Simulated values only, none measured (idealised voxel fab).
This is a process module. Its name is voxel transistor to metal.
Cross-sectional view cut (width: 185 nm; square cell size: 5 nm).
A cross-section in this document is a grid of square cells, and it is written down as bands, the top band listed before the ones below it; a band is made up of one or more rows of cells. Heads up on the band format: heights come first, top then bottom, in nm. After that it's the materials left to right, each with its width in nm. A single material flagged "full width" fills the whole band edge to edge, and "empty" means there's empty space there. All heights in this document are referenced to 0, defined as the level beneath which the wafer, as received, consists entirely of one material. The lowest band is not bounded below; it extends indefinitely downward and is written in the form "0..down". Quick explanation for "30->40": the width changes in equal steps down the rows of cells, from the first number in the band's top row to the second number in its bottom row. Step marked "left unchanged"? Then no cell in the cross-section changed in it. What "Tabulated closed voids" gives you is every empty space of 8 cells or more that is cut off from the top. Each appears as width x height at distance, with the distance taken from the left edge and width, height and distance all in nm. On each step's line, the part that comes after the settings is the simulator's own comment on the step. "overlay nm" on a masked step: distance the mask lay right of its planned place, negative for left.
[Planned process steps]
| 1 | RECEIVE, material Si |
| 2 | CONFORMAL_DEP, material SiO2, thk nm 5 |
| 3 | CONFORMAL_DEP, material SiN, thk nm 10 |
| 4 | MASKED_ETCH, tone cover, mask id ACTIVE, width nm 110, etch materials SiN, depth nm 10, overlay nm 0 |
| 5 | MASKED_ETCH, tone cover, mask id ACTIVE, width nm 110, etch materials SiO2, depth nm 5, overlay nm 0 |
| 6 | MASKED_ETCH, tone cover, mask id ACTIVE, width nm 110, etch materials Si, depth nm 35, overlay nm 0 |
| 7 | OXIDIZE, depth nm 5 |
| 8 | FILL_DEP, material SiO2, thk nm 10 |
| 9 | CMP, height nm 15 |
| 10 | SELECTIVE_ETCH, etch materials SiO2, depth nm 10 |
| 11 | STRIP, etch materials SiN |
| 12 | SELECTIVE_ETCH, etch materials SiO2, depth nm 5 |
| 13 | OXIDIZE, depth nm 5 |
| 14 | DIRECTIONAL_DEP, material polySi, thk nm 30 |
| 15 | DIRECTIONAL_DEP, material SiCN, thk nm 10 |
| 16 | MASKED_ETCH, tone cover, mask id GATE, width nm 30, etch materials SiCN, depth nm 20, overlay nm 0 |
| 17 | MASKED_ETCH, tone cover, mask id GATE, width nm 30, etch materials polySi, depth nm 40, overlay nm 0 |
| 18 | CONFORMAL_DEP, material SiN, thk nm 10 |
| 19 | DIRECTIONAL_ETCH, etch materials SiN, depth nm 10 |
| 20 | DIRECTIONAL_ETCH, etch materials SiO2, depth nm 5 |
| 21 | DIRECTIONAL_ETCH, etch materials Si, depth nm 10 |
| 22 | EPI, material pSi, thk nm 10 |
| 23 | FILL_DEP, material SiO2, thk nm 5 |
| 24 | CMP, height nm 30 |
| 25 | STRIP, etch materials polySi |
| 26 | SELECTIVE_ETCH, etch materials SiO2, depth nm 5 |
| 27 | CONFORMAL_DEP, material HfO2, thk nm 5 |
| 28 | CONFORMAL_DEP, material TiN, thk nm 5 |
| 29 | FILL_DEP, material W, thk nm 5 |
| 30 | CMP, height nm 25 |
| 31 | DIRECTIONAL_DEP, material SiO2, thk nm 10 |
| 32 | MASKED_ETCH, tone open, mask id CONTACT, width nm 20, pitch nm 80, etch materials SiO2, depth nm 40, overlay nm 0 |
| 33 | CONFORMAL_DEP, material TiN, thk nm 5 |
| 34 | FILL_DEP, material Ru, thk nm 5 |
| 35 | CMP, height nm 35 |
| 36 | DIRECTIONAL_DEP, material TiN, thk nm 5 |
| 37 | DIRECTIONAL_DEP, material Ru, thk nm 15 |
| 38 | PATTERN, tone cover, mask id METAL_1, material resist, width nm 20, pitch nm 80, thk nm 15, overlay nm 0 |
| 39 | DIRECTIONAL_ETCH, etch materials Ru, depth nm 15 |
| 40 | DIRECTIONAL_ETCH, etch materials TiN, depth nm 5 |
| 41 | STRIP, etch materials resist |
| 42 | CONFORMAL_DEP, material SiCN, thk nm 5 |
| 43 | FILL_DEP, material lowk, thk nm 10 |
| 44 | CMP, height nm 55 |
| 45 | CONFORMAL_DEP, material SiCN, thk nm 5 |
| 46 | DIRECTIONAL_DEP, material SiO2, thk nm 25 |
| 47 | DIRECTIONAL_DEP, material aC, thk nm 15 |
| 48 | PATTERN, tone open, mask id METAL_2_HOLES, material resist, width nm 15, pitch nm 80, thk nm 30, overlay nm 0 |
| 49 | DIRECTIONAL_ETCH, etch materials aC, depth nm 15 |
| 50 | STRIP, etch materials resist |
| 51 | DIRECTIONAL_ETCH, etch materials SiO2, depth nm 25 |
| 52 | STRIP, etch materials aC |
| 53 | DIRECTIONAL_DEP, material aC, thk nm 10 |
| 54 | PATTERN, tone open, mask id METAL_2, material resist, width nm 20, pitch nm 80, thk nm 30, overlay nm 0 |
| 55 | DIRECTIONAL_ETCH, etch materials aC, depth nm 10 |
| 56 | STRIP, etch materials resist |
| 57 | DIRECTIONAL_ETCH, etch materials SiO2, depth nm 15 |
| 58 | DIRECTIONAL_ETCH, etch materials SiCN, depth nm 5 |
| 59 | STRIP, etch materials aC |
| 60 | CONFORMAL_DEP, material TiN, thk nm 5 |
| 61 | FILL_DEP, material Cu, thk nm 5 |
| 62 | CMP, height nm 85 |
| 63 | CONFORMAL_DEP, material SiN, thk nm 5 |
[Incoming wafer, cross-sectional view, post step 1]
0..down = Si full width
Tabulated closed voids: none
[Cross-section, end of module. Start: as above. Plan: as above. Execution: one mistake]
90..85 = SiN full width
85..75 = SiO2=40, then TiN=5, then Cu=10, then TiN=5, then SiO2=60, then TiN=5, then Cu=10, then TiN=5, then SiO2=45
75..70 = SiO2=40, then TiN=5, then Cu=5, then TiN=10, then SiO2=60, then TiN=5, then Cu=5, then TiN=10, then SiO2=45
70..60 = SiO2=40, then TiN=5, then Cu=5, then TiN=5, then SiO2=65, then TiN=5, then Cu=5, then TiN=5, then SiO2=50
60..55 = SiCN=40, then TiN=15, then SiCN=65, then TiN=15, then SiCN=50
55..40 = lowk=35, then SiCN=5, then Ru=20, then SiCN=5, then lowk=50, then SiCN=5, then Ru=20, then SiCN=5, then lowk=40
40..35 = SiCN=40, then TiN=20, then SiCN=60, then TiN=20, then SiCN=45
35..25 = SiO2=50, then TiN=5, then Ru=10->5, then TiN=5->10, then SiO2=60, then TiN=5, then Ru=10, then TiN=5, then SiO2=35
25..10 = SiO2=50, then TiN=5, then Ru=5, then TiN=5, then SiN=10, then HfO2=5, then TiN=5, then W=10, then TiN=5, then HfO2=5, then SiN=10, then SiO2=15, then TiN=5, then Ru=10, then TiN=5, then SiO2=35
10..5 = SiO2=50, then TiN=15, then SiN=10, then HfO2=5, then TiN=5, then W=10, then TiN=5, then HfO2=5, then SiN=10, then SiO2=15, then TiN=5, then Ru=10, then TiN=5, then SiO2=35
5..0 = SiO2=50, then TiN=5, then pSi=10, then SiN=10, then HfO2=5, then TiN=20, then HfO2=5, then SiN=10, then pSi=10, then SiO2=5, then TiN=5, then Ru=10, then TiN=5, then SiO2=35
0..-5 = SiO2=50, then TiN=5, then pSi=10, then SiO2=5, then HfO2=40, then SiO2=5, then pSi=10, then SiO2=5, then TiN=20, then SiO2=35
-5..-15 = SiO2=40, then pSi=25, then Si=50, then pSi=25, then SiO2=45
-15..-40 = SiO2=40, then Si=100, then SiO2=45
-40..down = Si full width
Tabulated closed voids: none
Plan not followed: step 32 changed vs plan, executed as MASKED_ETCH, tone open, mask id CONTACT, width nm 20, pitch nm 80, etch materials SiO2, depth nm 40, overlay nm 10
